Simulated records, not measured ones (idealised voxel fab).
Presented below is a process module, voxel local oxidation.
It is cross-section cut that appears here, measuring 265 nm in width, its square cells being 5 nm in size.
Just so we're on the same page, the cross-sections are grids of square cells, and they're listed out in bands top to bottom, each band one or more rows deep.
Band: top height; bottom height; in nm. Then, left to right: material with width in nm, for each material. "full width": a single material spanning edge to edge. "empty": empty space.
The reference from which all heights are counted is 0, the level beneath which the as-received wafer is entirely one material; the lowest band, having no lower bound, proceeds downward and is written after the example "top 0, no bottom".
Width spec "30->40" -> top row of cells at first value, bottom row at second value, equal per-row change in between.
"remained unchanged" (step): cross-section cells unchanged, all of them.
Empty spaces without an open route to the top, at least 8 cells in extent, make up the entry "Voids lacking openings"; each is given as width x height at distance, where the distance is measured from the left edge, and all are in nm.
On a step's line, text after the settings is the simulator commenting on that step.
A step's line can hold "overlay nm"; with a mask on that step, the setting says how far right of the planned place the mask lay, while a negative setting says it lay to the left.

PLANNED STEP LIST FOR THE PROCESS
| 1 | op RECEIVE | material Si |
| 2 | op CONFORMAL_DEP | material SiO2 | thk nm 5 |
| 3 | op CONFORMAL_DEP | material SiN | thk nm 15 |
| 4 | op DIRECTIONAL_DEP | material aC | thk nm 15 |
| 5 | op PATTERN | tone cover | mask id ACTIVE | material resist | width nm 115 | thk nm 35 | overlay nm 0 |
| 6 | op DIRECTIONAL_ETCH | etch materials aC | depth nm 15 |
| 7 | op STRIP | etch materials resist |
| 8 | op DIRECTIONAL_ETCH | etch materials SiN | depth nm 15 |
| 9 | op STRIP | etch materials aC |
| 10 | op SELECTIVE_ETCH | etch materials SiO2 | depth nm 5 |
| 11 | op OXIDIZE | depth nm 10 |
| 12 | op STRIP | etch materials SiN |

SO, THE FIRST OF OUR TWO WAFERS, RUN JUST AS WE PLANNED IT

INCOMING WAFER, CROSS-SECTIONAL VIEW, POST STEP 1
top 0, no bottom = Si full width
Voids lacking openings: none

WAFER AFTER STEP 2 (CROSS-SECTION)
top 5, bottom 0 = SiO2 full width
Under 0: no change, same as before.

WAFER AFTER STEP 3 (CROSS-SECTION)
top 20, bottom 5 = SiN full width
Under 5: no change, same as before.

WAFER AFTER STEP 4 (CROSS-SECTION)
top 35, bottom 20 = aC full width
Under 20: no change, same as before.

WAFER AFTER STEP 5 (CROSS-SECTION)
top 70, bottom 35 = empty: 75, then resist: 115, then empty: 75
Under 35: no change, same as before.

WAFER AFTER STEP 6 (CROSS-SECTION)
top 55, bottom 35 = empty: 75, then resist: 115, then empty: 75
top 35, bottom 20 = empty: 75, then aC: 115, then empty: 75
Under 20: no change, same as before.

WAFER AFTER STEP 7 (CROSS-SECTION)
top 35, bottom 20 = empty: 75, then aC: 115, then empty: 75
Under 20: no change, same as before.

WAFER AFTER STEP 8 (CROSS-SECTION)
top 35, bottom 20 = empty: 75, then aC: 115, then empty: 75
top 20, bottom 5 = empty: 75, then SiN: 115, then empty: 75
Under 5: no change, same as before.

WAFER AFTER STEP 9 (CROSS-SECTION)
top 20, bottom 5 = empty: 75, then SiN: 115, then empty: 75
Under 5: no change, same as before.

WAFER AFTER STEP 10 (CROSS-SECTION)
top 20, bottom 5 = empty: 75, then SiN: 115, then empty: 75
top 5, bottom 0 = empty: 80, then SiO2: 105, then empty: 80
Under 0: no change, same as before.

WAFER AFTER STEP 11 (CROSS-SECTION)
top 20, bottom 5 = empty: 75, then SiN: 115, then empty: 75
top 5, bottom 0 = empty: 80, then SiO2: 105, then empty: 80
top 0, bottom -10 = SiO2: 90, then Si: 85, then SiO2: 90
Under -10: no change, same as before.

WAFER AFTER STEP 12 (CROSS-SECTION)
top 5, bottom 0 = empty: 80, then SiO2: 105, then empty: 80
Under 0: no change, same as before.

WHAT FOLLOWS CONCERNS THE SECOND WAFER, WHICH STARTED OUT LIKE THE FIRST AND WAS MEANT TO FOLLOW THE VERY SAME PLAN; ONE MISTAKE CREPT IN WHEN IT WAS RUN, BUT EVERYTHING UP TO AND INCLUDING STEP 10 IS THE SAME AS FOR THE FIRST WAFER

SECOND WAFER PROFILE IN SECTION, AT THE MOMENT STEP 11 OF THE PLAN WAS MEANT TO BE COMPLETE
top 20, bottom 5 = empty: 75, then SiN: 115, then empty: 75
top 5, bottom 0 = empty: 80, then SiO2: 105, then empty: 80
top 0, bottom -10 = SiO2: 90, then Si: 85, then SiO2: 90
Under -10: no change, same as before.

SECOND WAFER PROFILE IN SECTION, AT THE MOMENT STEP 12 OF THE PLAN WAS MEANT TO BE COMPLETE
top 5, bottom 0 = empty: 80, then SiO2: 105, then empty: 80
Under 0: no change, same as before.
Heads up, the wafer didn't run the way we planned it: step 11 was run twice
The two wafers wind up with the same cross-section at the end, so whatever this model computes is the same despite the mistake.
